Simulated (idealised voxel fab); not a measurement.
Title: Process Module voxel lift off
In the cross-section labelled cut, the width is 285 nm and each square cell is 5 nm.
Square cells in a grid make up a cross-section in this document, and the grid is given as bands, listed from the top down, each one or more rows of cells. The entry gives the band's vertical extent as a top height and a bottom height in nm, then its horizontal make-up as materials from left to right, each with a width in nm. "air" stands for empty space; a single material marked "throughout" fills the band edge to edge. Heads up on the height convention: 0 is the point under which the incoming wafer is all one material, and the lowest band has no bottom, it just keeps going down, like "0..down". Width spec "30 to 40" -> top row of cells at first value, bottom row at second value, equal per-row change in between. "nothing altered" after a step means that no cell of the cross-section changed. Entry "Closed empty spaces". Content: empty spaces with no open connection to the top, size 8 cells or greater. Each: width x height at distance. Distance: from left edge. Unit: nm. Past the settings on a step's line: simulator remark, on that step. "overlay nm" denotes, for a step that has a mask, the displacement of the mask to the right of its planned place, with negative values corresponding to the left.

### Intended process steps
step 1: op RECEIVE | material Si
step 2: op CONFORMAL_DEP | material Al2O3 | thk nm 15
step 3: op PATTERN | tone open | mask id LINES | material resist | width nm 20 | pitch nm 40 | thk nm 30 | overlay nm 0
step 4: op DIRECTIONAL_DEP | material Ru | thk nm 15
step 5: op STRIP | etch materials resist
step 6: op CONFORMAL_DEP | material SiO2 | thk nm 5

### Cross-sectional view of the wafer in its as-received condition, corresponding to the state after step 1
    0..down | Si throughout
    Closed empty spaces: none

### Cross-section, end of module. Start: as above. Plan: as above. Execution: one mistake
    35..30 | air (55), then SiO2 (30), then air (10), then SiO2 (30), then air (10), then SiO2 (30), then air (10), then SiO2 (30), then air (80)
    30..20 | air (55), then SiO2 (5), then Ru (20), then SiO2 (5), then air (10), then SiO2 (5), then Ru (20), then SiO2 (5), then air (10), then SiO2 (5), then Ru (20), then SiO2 (5), then air (10), then SiO2 (5), then Ru (20), then SiO2 (5), then air (80)
    20..15 | SiO2 (60), then Ru (20), then SiO2 (20), then Ru (20), then SiO2 (20), then Ru (20), then SiO2 (20), then Ru (20), then SiO2 (85)
    15..0 | Al2O3 throughout
    0..down | Si throughout
    Closed empty spaces: none
Deviation from plan: step 3 went in with a setting other than planned; the actual run was op PATTERN | tone open | mask id LINES | material resist | width nm 20 | pitch nm 40 | thk nm 30 | overlay nm -10
